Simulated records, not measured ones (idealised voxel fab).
process module | voxel transistor to metal
cross-section cut | 185 nm wide | cells 5 nm
A cross-section is a grid of square cells, given in bands from the top down. A band is one or more rows of cells.
Each band's line starts with the height of the band's top and of its bottom, in nm. Then come its materials from left to right, each with its width in nm. One material with "throughout" fills the band from edge to edge. "air" is empty space.
Height 0 is the level under which the wafer as received is all one material. The lowest band goes on downwards, as in "0 down".
A width such as "30 to 40" changes by the same amount from each row of cells to the next, from the band's top row to its bottom row.
"no change" after a step means that no cell of the cross-section changed.
closed voids: empty space of 8 cells or more with no open way to the top, each as width x height at its distance from the left edge, in nm
after a step's settings: what the simulator itself notes on the step
overlay nm, on a step with a mask: how far to the right of its planned place the mask lay; to the left if negative
plan
1 op RECEIVE | material Si
2 op CONFORMAL_DEP | material SiO2 | thk nm 5
3 op CONFORMAL_DEP | material SiN | thk nm 10
4 op MASKED_ETCH | tone cover | mask id ACTIVE | width nm 105 | etch materials SiN | depth nm 10 | overlay nm 0
5 op MASKED_ETCH | tone cover | mask id ACTIVE | width nm 105 | etch materials SiO2 | depth nm 5 | overlay nm 0
6 op MASKED_ETCH | tone cover | mask id ACTIVE | width nm 105 | etch materials Si | depth nm 20 | overlay nm 0
7 op OXIDIZE | depth nm 5
8 op FILL_DEP | material SiO2 | thk nm 5
9 op CMP | height nm 15
10 op SELECTIVE_ETCH | etch materials SiO2 | depth nm 10
11 op STRIP | etch materials SiN
12 op SELECTIVE_ETCH | etch materials SiO2 | depth nm 5
13 op OXIDIZE | depth nm 5
14 op DIRECTIONAL_DEP | material polySi | thk nm 25
15 op DIRECTIONAL_DEP | material SiCN | thk nm 15
16 op DIRECTIONAL_DEP | material aC | thk nm 10
17 op PATTERN | tone cover | mask id GATE | material resist | width nm 15 | thk nm 30 | overlay nm 0
18 op DIRECTIONAL_ETCH | etch materials aC | depth nm 10
19 op STRIP | etch materials resist
20 op DIRECTIONAL_ETCH | etch materials SiCN | depth nm 25
21 op DIRECTIONAL_ETCH | etch materials polySi | depth nm 35
22 op STRIP | etch materials aC
23 op CONFORMAL_DEP | material SiO2 | thk nm 5
24 op DIRECTIONAL_ETCH | etch materials SiO2 | depth nm 5
25 op CONFORMAL_DEP | material SiN | thk nm 5
26 op DIRECTIONAL_ETCH | etch materials SiN | depth nm 5
27 op DIRECTIONAL_ETCH | etch materials SiO2 | depth nm 5
28 op DIRECTIONAL_ETCH | etch materials Si | depth nm 5
29 op EPI | material pSi | thk nm 10
30 op FILL_DEP | material SiO2 | thk nm 10
31 op CMP | height nm 40
32 op DIRECTIONAL_DEP | material SiO2 | thk nm 10
33 op PATTERN | tone open | mask id CONTACT | material resist | width nm 20 | pitch nm 75 | thk nm 15 | overlay nm 0
34 op DIRECTIONAL_ETCH | etch materials SiO2 | depth nm 50
35 op STRIP | etch materials resist
36 op CONFORMAL_DEP | material TiN | thk nm 5
37 op FILL_DEP | material W | thk nm 10
38 op CMP | height nm 50
39 op DIRECTIONAL_DEP | material TiN | thk nm 5
40 op DIRECTIONAL_DEP | material Ru | thk nm 25
41 op DIRECTIONAL_DEP | material aC | thk nm 10
42 op PATTERN | tone cover | mask id METAL_1 | material resist | width nm 20 | pitch nm 75 | thk nm 30 | overlay nm 0
43 op DIRECTIONAL_ETCH | etch materials aC | depth nm 10
44 op STRIP | etch materials resist
45 op DIRECTIONAL_ETCH | etch materials Ru | depth nm 25
46 op DIRECTIONAL_ETCH | etch materials TiN | depth nm 5
47 op STRIP | etch materials aC
48 op CONFORMAL_DEP | material SiN | thk nm 5
49 op FILL_DEP | material lowk | thk nm 5
50 op CMP | height nm 80
51 op CONFORMAL_DEP | material SiCN | thk nm 5
as received, after step 1
  0 down: Si throughout
  closed voids: none
first wafer at the end, as planned
  85 to 80: SiCN throughout
  80 to 55: lowk 40 | SiN 5 | Ru 20 | SiN 5 | lowk 45 | SiN 5 | Ru 20 | SiN 5 | lowk 40
  55 to 50: SiN 45 | TiN 20 | SiN 55 | TiN 20 | SiN 45
  50 to 40: SiO2 45 | TiN 5 | W 10 | TiN 5 | SiO2 55 | TiN 5 | W 10 | TiN 5 | SiO2 45
  40 to 25: SiO2 45 | TiN 5 | W 10 | TiN 5 | SiO2 10 | SiN 5 | SiO2 5 | SiCN 15 | SiO2 5 | SiN 5 | SiO2 10 | TiN 5 | W 10 | TiN 5 | SiO2 45
  25 to 5: SiO2 45 | TiN 5 | W 10 | TiN 5 | SiO2 10 | SiN 5 | SiO2 5 | polySi 15 | SiO2 5 | SiN 5 | SiO2 10 | TiN 5 | W 10 | TiN 5 | SiO2 45
  5 to 0: SiO2 45 | TiN 20 | pSi 10 | SiN 5 | SiO2 5 | polySi 15 | SiO2 5 | SiN 5 | pSi 10 | TiN 20 | SiO2 45
  0 to -5: SiO2 40 | pSi 35 | SiO2 35 | pSi 35 | SiO2 40
  -5 to -10: SiO2 45 | pSi 30 | Si 35 | pSi 30 | SiO2 45
  -10 to -25: SiO2 45 | Si 95 | SiO2 45
  -25 down: Si throughout
  closed voids: none
second wafer at the end: like start, like plan, one mistake
  85 to 80: SiCN throughout
  80 to 55: lowk 35 | SiN 5 | Ru 30 | SiN 5 | lowk 35 | SiN 5 | Ru 30 | SiN 5 | lowk 35
  55 to 50: SiN 40 | TiN 30 | SiN 45 | TiN 30 | SiN 40
  50 to 40: SiO2 45 | TiN 5 | W 10 | TiN 5 | SiO2 55 | TiN 5 | W 10 | TiN 5 | SiO2 45
  40 to 25: SiO2 45 | TiN 5 | W 10 | TiN 5 | SiO2 10 | SiN 5 | SiO2 5 | SiCN 15 | SiO2 5 | SiN 5 | SiO2 10 | TiN 5 | W 10 | TiN 5 | SiO2 45
  25 to 5: SiO2 45 | TiN 5 | W 10 | TiN 5 | SiO2 10 | SiN 5 | SiO2 5 | polySi 15 | SiO2 5 | SiN 5 | SiO2 10 | TiN 5 | W 10 | TiN 5 | SiO2 45
  5 to 0: SiO2 45 | TiN 20 | pSi 10 | SiN 5 | SiO2 5 | polySi 15 | SiO2 5 | SiN 5 | pSi 10 | TiN 20 | SiO2 45
  0 to -5: SiO2 40 | pSi 35 | SiO2 35 | pSi 35 | SiO2 40
  -5 to -10: SiO2 45 | pSi 30 | Si 35 | pSi 30 | SiO2 45
  -10 to -25: SiO2 45 | Si 95 | SiO2 45
  -25 down: Si throughout
  closed voids: none
what went wrong: step 42 ran as: op PATTERN | tone cover | mask id METAL_1 | material resist | width nm 30 | pitch nm 75 | thk nm 30 | overlay nm 0
at the end the second wafer has, in cells: 20 more of Ru | 4 fewer of SiN | 4 more of TiN | 20 fewer of lowk
